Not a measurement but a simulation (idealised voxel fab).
process module | voxel wiring stack
This is section cut - it's 260 nm across, gridded in 5 nm square cells.
The cross-sections in this document take the form of a grid made of square cells. They are written out as bands, in order from top to bottom. Each band consists of one or more rows of cells.
Heads up on the band format: heights come first, top then bottom, in nm. After that it's the materials left to right, each with its width in nm. A single material flagged "edge to edge" fills the whole band edge to edge, and "blank" means there's empty space there.
Ref level 0: as-received wafer is one material below here. Bottom band extends down with no lower bound ("0 down").
Read "30->40" as a graded width: first number on top, second number at the bottom, same change between each pair of neighbouring rows.
A step reported as "no change" is a step in which no cell of the cross-section changed.
"Enclosed internal cavities" enumerates empty spaces isolated from the top, with no open way to it, that contain at least 8 cells, giving each as width x height at distance from the left edge, all three in nm.
The remark found on a step's line after its settings is issued by the simulator itself and pertains to that step.
Steps that use a mask can have "overlay nm" on their line. It says how far the mask sat to the right of where it was meant to be. Negative means to the left.

BELOW IS THE LIST OF PLANNED PROCESS STEPS
1: RECEIVE (material Si)
2: CONFORMAL_DEP (material SiO2; thk nm 15)
3: CONFORMAL_DEP (material SiN; thk nm 5)
4: DIRECTIONAL_DEP (material SiO2; thk nm 15)
5: PATTERN (tone open; mask id METAL_1; material resist; width nm 30; pitch nm 60; thk nm 15; overlay nm 0)
6: DIRECTIONAL_ETCH (etch materials SiO2; depth nm 15)
7: DIRECTIONAL_ETCH (etch materials SiN; depth nm 5)
8: STRIP (etch materials resist)
9: CONFORMAL_DEP (material TiN; thk nm 5)
10: FILL_DEP (material W; thk nm 5)
11: CMP (height nm 35)
12: EPI (material Ru; thk nm 5)
13: FILL_DEP (material SiCN; thk nm 5)
14: DIRECTIONAL_DEP (material lowk; thk nm 30)
15: DIRECTIONAL_DEP (material aC; thk nm 10)
16: PATTERN (tone open; mask id METAL_2; material resist; width nm 30; pitch nm 60; thk nm 25; overlay nm 0)
17: DIRECTIONAL_ETCH (etch materials aC; depth nm 10)
18: STRIP (etch materials resist)
19: DIRECTIONAL_ETCH (etch materials lowk; depth nm 20)
20: STRIP (etch materials aC)
21: DIRECTIONAL_DEP (material aC; thk nm 15)
22: PATTERN (tone open; mask id METAL_2_HOLES; material resist; width nm 15; pitch nm 120; thk nm 30; overlay nm 0)
23: DIRECTIONAL_ETCH (etch materials aC; depth nm 15)
24: STRIP (etch materials resist)
25: DIRECTIONAL_ETCH (etch materials lowk; depth nm 10)
26: DIRECTIONAL_ETCH (etch materials SiCN; depth nm 5)
27: STRIP (etch materials aC)
28: CONFORMAL_DEP (material TiN; thk nm 5)
29: FILL_DEP (material Cu; thk nm 5)
30: CMP (height nm 75)
31: CONFORMAL_DEP (material SiCN; thk nm 5)
32: DIRECTIONAL_DEP (material lowk; thk nm 15)
33: MASKED_ETCH (tone open; mask id PLUG_2; width nm 15; pitch nm 120; etch materials lowk; depth nm 15; overlay nm 0)
34: MASKED_ETCH (tone open; mask id PLUG_2; width nm 15; pitch nm 120; etch materials SiCN; depth nm 5; overlay nm 0)
35: EPI (material Ru; thk nm 10)
36: EPI (material Ru; thk nm 10)
37: DIRECTIONAL_DEP (material TiN; thk nm 5)
38: DIRECTIONAL_DEP (material Ru; thk nm 25)
39: MASKED_ETCH (tone cover; mask id METAL_3; width nm 30; pitch nm 60; etch materials Ru; depth nm 25; overlay nm 0)
40: MASKED_ETCH (tone cover; mask id METAL_3; width nm 30; pitch nm 60; etch materials TiN; depth nm 5; overlay nm 0)
41: CONFORMAL_DEP (material SiN; thk nm 5)
42: FILL_DEP (material SiO2; thk nm 5)
43: CMP (height nm 125)
44: CONFORMAL_DEP (material SiN; thk nm 5)

CROSS-SECTION OF THE WAFER AS IT CAME TO US, I.E., ALREADY THROUGH STEP 1
	0 down: Si edge to edge
	Enclosed internal cavities: none

CROSS-SECTIONAL RESULT AFTER MODULE COMPLETION. NOTE: STARTING CONDITION AND PLAN ARE UNCHANGED FROM ABOVE; ONE PROCESSING MISTAKE WAS MADE
	130 to 125: SiN edge to edge
	125 to 100: SiO2=50, SiN=5, Ru=30, SiN=5, SiO2=20, SiN=5, Ru=30, SiN=5, SiO2=20, SiN=5, Ru=30, SiN=5, SiO2=50
	100 to 95: SiN=55, TiN=30, SiN=30, TiN=30, SiN=30, TiN=30, SiN=55
	95 to 80: lowk=55, Ru=15, lowk=105, Ru=15, lowk=70
	80 to 75: SiCN=55, Ru=15, SiCN=105, Ru=15, SiCN=70
	75 to 60: lowk=55, TiN=5, Cu=20, TiN=5, lowk=30, TiN=5, Cu=20, TiN=5, lowk=30, TiN=5, Cu=20, TiN=5, lowk=55
	60 to 55: lowk=55, TiN=5, Cu=5, TiN=20, lowk=30, TiN=30, lowk=30, TiN=5, Cu=5, TiN=20, lowk=55
	55 to 45: lowk=55, TiN=5, Cu=5, TiN=5, lowk=105, TiN=5, Cu=5, TiN=5, lowk=70
	45 to 40: SiCN=55, TiN=15, SiCN=105, TiN=15, SiCN=70
	40 to 35: SiCN=50, Ru=40, SiCN=20, Ru=40, SiCN=20, Ru=40, SiCN=50
	35 to 30: SiO2=55, TiN=5, W=20, TiN=5, SiO2=30, TiN=5, W=20, TiN=5, SiO2=30, TiN=5, W=20, TiN=5, SiO2=55
	30 to 25: SiN=55, TiN=30, SiN=30, TiN=30, SiN=30, TiN=30, SiN=55
	25 to 15: SiN edge to edge
	15 to 0: SiO2 edge to edge
	0 down: Si edge to edge
	Enclosed internal cavities: none
what went wrong: step 3 ran differently from the plan; actual operation with settings: CONFORMAL_DEP (material SiN; thk nm 15)
